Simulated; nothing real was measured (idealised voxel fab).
Proc. module: voxel spacer lines
FYI the section here is cut, 185 nm wide, cells are 5 nm squares.
Cross-section layout: square cells on a grid; listed as bands, top to bottom; a band spans one or more cell rows.
This entry defines a band. It first specifies the height of the band's top and the height of its bottom in nm, and then specifies the band's materials from left to right, stating each material with its width in nm. The word "throughout" identifies a single material that fills the band from edge to edge, while the word "blank" identifies empty space.
Beneath 0, the wafer as received is one material, and that level is where height counting begins. The lowest band goes on downward without a bottom; it is written like "0 and below".
Per-row width for "30..40": begins at first number (top row of band), ends at second number (bottom row), increment between rows held constant.
Reading "all unchanged" for a step: not a cell of the cross-section changed in it.
For the entry "Trapped voids", the listed items are empty spaces with no open way to the top whose size is 8 cells or more; each item follows the pattern width x height at distance, where distance is from the left edge and all three are in nm.
What comes after the settings on a step's line is commentary from the simulator itself on that step.
overlay nm: mask offset rightward from planned place, masked step; negative means leftward offset.

-- The following list gives the planned process steps
1: RECEIVE,material Si
2: CONFORMAL_DEP,material Al2O3,thk nm 10
3: DIRECTIONAL_DEP,material W,thk nm 10
4: DIRECTIONAL_DEP,material polySi,thk nm 25
5: PATTERN,tone cover,mask id MANDREL,material resist,width nm 15,pitch nm 50,thk nm 30,overlay nm 0
6: DIRECTIONAL_ETCH,etch materials polySi,depth nm 25
7: STRIP,etch materials resist
8: CONFORMAL_DEP,material SiO2,thk nm 10
9: DIRECTIONAL_ETCH,etch materials SiO2,depth nm 10
10: STRIP,etch materials polySi
11: DIRECTIONAL_ETCH,etch materials W,depth nm 10
12: STRIP,etch materials SiO2
13: FILL_DEP,material lowk,thk nm 10
14: CMP,height nm 20

-- Concerning the first of two wafers, which was run in accordance with the plan

-- Incoming wafer in cross-section (state: after step 1)
- 0 and below | Si throughout
- Trapped voids: none

-- Upon completion of step 2, the wafer appears in cross-section as shown
- 10 down to 0 | Al2O3 throughout
- Note: structure below 0 unchanged.

-- Upon completion of step 3, the wafer appears in cross-section as shown
- 20 down to 10 | W throughout
- Note: structure below 10 unchanged.

-- Upon completion of step 4, the wafer appears in cross-section as shown
- 45 down to 20 | polySi throughout
- Note: structure below 20 unchanged.

-- Upon completion of step 5, the wafer appears in cross-section as shown
- 75 down to 45 | blank: 60  resist: 15  blank: 35  resist: 15  blank: 60
- Note: structure below 45 unchanged.

-- Upon completion of step 6, the wafer appears in cross-section as shown
- 75 down to 45 | blank: 60  resist: 15  blank: 35  resist: 15  blank: 60
- 45 down to 20 | blank: 60  polySi: 15  blank: 35  polySi: 15  blank: 60
- Note: structure below 20 unchanged.

-- Upon completion of step 7, the wafer appears in cross-section as shown
- 45 down to 20 | blank: 60  polySi: 15  blank: 35  polySi: 15  blank: 60
- Note: structure below 20 unchanged.

-- Upon completion of step 8, the wafer appears in cross-section as shown
- 55 down to 45 | blank: 50  SiO2: 35  blank: 15  SiO2: 35  blank: 50
- 45 down to 30 | blank: 50  SiO2: 10  polySi: 15  SiO2: 10  blank: 15  SiO2: 10  polySi: 15  SiO2: 10  blank: 50
- 30 down to 20 | SiO2: 60  polySi: 15  SiO2: 35  polySi: 15  SiO2: 60
- Note: structure below 20 unchanged.

-- Upon completion of step 9, the wafer appears in cross-section as shown
- 45 down to 20 | blank: 50  SiO2: 10  polySi: 15  SiO2: 10  blank: 15  SiO2: 10  polySi: 15  SiO2: 10  blank: 50
- Note: structure below 20 unchanged.

-- Upon completion of step 10, the wafer appears in cross-section as shown
- 45 down to 20 | blank: 50  SiO2: 10  blank: 15  SiO2: 10  blank: 15  SiO2: 10  blank: 15  SiO2: 10  blank: 50
- Note: structure below 20 unchanged.

-- Upon completion of step 11, the wafer appears in cross-section as shown
- 45 down to 20 | blank: 50  SiO2: 10  blank: 15  SiO2: 10  blank: 15  SiO2: 10  blank: 15  SiO2: 10  blank: 50
- 20 down to 10 | blank: 50  W: 10  blank: 15  W: 10  blank: 15  W: 10  blank: 15  W: 10  blank: 50
- Note: structure below 10 unchanged.

-- Upon completion of step 12, the wafer appears in cross-section as shown
- 20 down to 10 | blank: 50  W: 10  blank: 15  W: 10  blank: 15  W: 10  blank: 15  W: 10  blank: 50
- Note: structure below 10 unchanged.

-- Upon completion of step 13, the wafer appears in cross-section as shown
- 30 down to 20 | lowk throughout
- 20 down to 10 | lowk: 50  W: 10  lowk: 15  W: 10  lowk: 15  W: 10  lowk: 15  W: 10  lowk: 50
- Note: structure below 10 unchanged.

-- Upon completion of step 14, the wafer appears in cross-section as shown
- 20 down to 10 | lowk: 50  W: 10  lowk: 15  W: 10  lowk: 15  W: 10  lowk: 15  W: 10  lowk: 50
- Note: structure below 10 unchanged.

-- Wafer two of two - same starting point, same process plan, one mistake in execution; matches wafer one up to and including step 1

Cross-section, second wafer, at the end time the plan gives for step 2: all unchanged

-- Cross-section, second wafer, at the end time the plan gives for step 3
- 10 down to 0 | W throughout
- Note: structure below 0 unchanged.

-- Cross-section, second wafer, at the end time the plan gives for step 4
- 35 down to 10 | polySi throughout
- Note: structure below 10 unchanged.

-- Cross-section, second wafer, at the end time the plan gives for step 5
- 65 down to 35 | blank: 60  resist: 15  blank: 35  resist: 15  blank: 60
- Note: structure below 35 unchanged.

-- Cross-section, second wafer, at the end time the plan gives for step 6
- 65 down to 35 | blank: 60  resist: 15  blank: 35  resist: 15  blank: 60
- 35 down to 10 | blank: 60  polySi: 15  blank: 35  polySi: 15  blank: 60
- Note: structure below 10 unchanged.

-- Cross-section, second wafer, at the end time the plan gives for step 7
- 35 down to 10 | blank: 60  polySi: 15  blank: 35  polySi: 15  blank: 60
- Note: structure below 10 unchanged.

-- Cross-section, second wafer, at the end time the plan gives for step 8
- 45 down to 35 | blank: 50  SiO2: 35  blank: 15  SiO2: 35  blank: 50
- 35 down to 20 | blank: 50  SiO2: 10  polySi: 15  SiO2: 10  blank: 15  SiO2: 10  polySi: 15  SiO2: 10  blank: 50
- 20 down to 10 | SiO2: 60  polySi: 15  SiO2: 35  polySi: 15  SiO2: 60
- Note: structure below 10 unchanged.

-- Cross-section, second wafer, at the end time the plan gives for step 9
- 35 down to 10 | blank: 50  SiO2: 10  polySi: 15  SiO2: 10  blank: 15  SiO2: 10  polySi: 15  SiO2: 10  blank: 50
- Note: structure below 10 unchanged.

-- Cross-section, second wafer, at the end time the plan gives for step 10
- 35 down to 10 | blank: 50  SiO2: 10  blank: 15  SiO2: 10  blank: 15  SiO2: 10  blank: 15  SiO2: 10  blank: 50
- Note: structure below 10 unchanged.

-- Cross-section, second wafer, at the end time the plan gives for step 11
- 35 down to 10 | blank: 50  SiO2: 10  blank: 15  SiO2: 10  blank: 15  SiO2: 10  blank: 15  SiO2: 10  blank: 50
- 10 down to 0 | blank: 50  W: 10  blank: 15  W: 10  blank: 15  W: 10  blank: 15  W: 10  blank: 50
- Note: structure below 0 unchanged.

-- Cross-section, second wafer, at the end time the plan gives for step 12
- 10 down to 0 | blank: 50  W: 10  blank: 15  W: 10  blank: 15  W: 10  blank: 15  W: 10  blank: 50
- Note: structure below 0 unchanged.

-- Cross-section, second wafer, at the end time the plan gives for step 13
- 20 down to 10 | lowk throughout
- 10 down to 0 | lowk: 50  W: 10  lowk: 15  W: 10  lowk: 15  W: 10  lowk: 15  W: 10  lowk: 50
- Note: structure below 0 unchanged.

Cross-section, second wafer, at the end time the plan gives for step 14: all unchanged
Diagnosis: not run: step 2 of the plan (skipped)
Final difference in cells, second wafer against first, listed per material as more or fewer: Al2O3: 74 fewer; lowk: 74 more
